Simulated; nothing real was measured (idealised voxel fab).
process module | voxel gate over fins
cross-section cut | 165 nm wide | cells 5 nm
A cross-section is a grid of square cells, given in bands from the top down. A band is one or more rows of cells.
Each band's line starts with the height of the band's top and of its bottom, in nm. Then come its materials from left to right, each with its width in nm. One material with "throughout" fills the band from edge to edge. "air" is empty space.
Height 0 is the level under which the wafer as received is all one material. The lowest band goes on downwards, as in "0 down".
A width such as "30 to 40" changes by the same amount from each row of cells to the next, from the band's top row to its bottom row.
"no change" after a step means that no cell of the cross-section changed.
closed voids: empty space of 8 cells or more with no open way to the top, each as width x height at its distance from the left edge, in nm
after a step's settings: what the simulator itself notes on the step
overlay nm, on a step with a mask: how far to the right of its planned place the mask lay; to the left if negative
plan
1 op RECEIVE | material Si
2 op CONFORMAL_DEP | material SiN | thk nm 5
3 op DIRECTIONAL_DEP | material aC | thk nm 15
4 op PATTERN | tone cover | mask id FINS | material resist | width nm 15 | pitch nm 40 | thk nm 35 | overlay nm 0
5 op DIRECTIONAL_ETCH | etch materials aC | depth nm 15
6 op STRIP | etch materials resist
7 op DIRECTIONAL_ETCH | etch materials SiN | depth nm 5
8 op DIRECTIONAL_ETCH | etch materials Si | depth nm 25
9 op STRIP | etch materials aC
10 op FILL_DEP | material SiO2 | thk nm 5
11 op CMP | height nm 5
12 op SELECTIVE_ETCH | etch materials SiO2 | depth nm 15
13 op STRIP | etch materials SiN
14 op CONFORMAL_DEP | material HfO2 | thk nm 5
15 op CONFORMAL_DEP | material TiN | thk nm 5
16 op FILL_DEP | material W | thk nm 15
17 op CMP | height nm 20
18 op CONFORMAL_DEP | material SiN | thk nm 10
varied across the wafers: depth nm of step 8. The plan shows the first wafer's value. All wafers start alike
first wafer as received, after step 1
  0 down: Si throughout
  closed voids: none
each wafer at the end: cells of each material gained (+) or lost (-) since it was received, then its closed voids
depth nm 25 | +49 HfO2 | -105 Si | +66 SiN | +63 SiO2 | +49 TiN | +76 W | closed voids: none
depth nm 30 | +49 HfO2 | -126 Si | +66 SiN | +84 SiO2 | +49 TiN | +76 W | closed voids: none
depth nm 35 | +49 HfO2 | -147 Si | +66 SiN | +105 SiO2 | +49 TiN | +76 W | closed voids: none
depth nm 40 | +49 HfO2 | -168 Si | +66 SiN | +126 SiO2 | +49 TiN | +76 W | closed voids: none
depth nm 45 | +49 HfO2 | -189 Si | +66 SiN | +147 SiO2 | +49 TiN | +76 W | closed voids: none
depth nm 50 | +49 HfO2 | -210 Si | +66 SiN | +168 SiO2 | +49 TiN | +76 W | closed voids: none
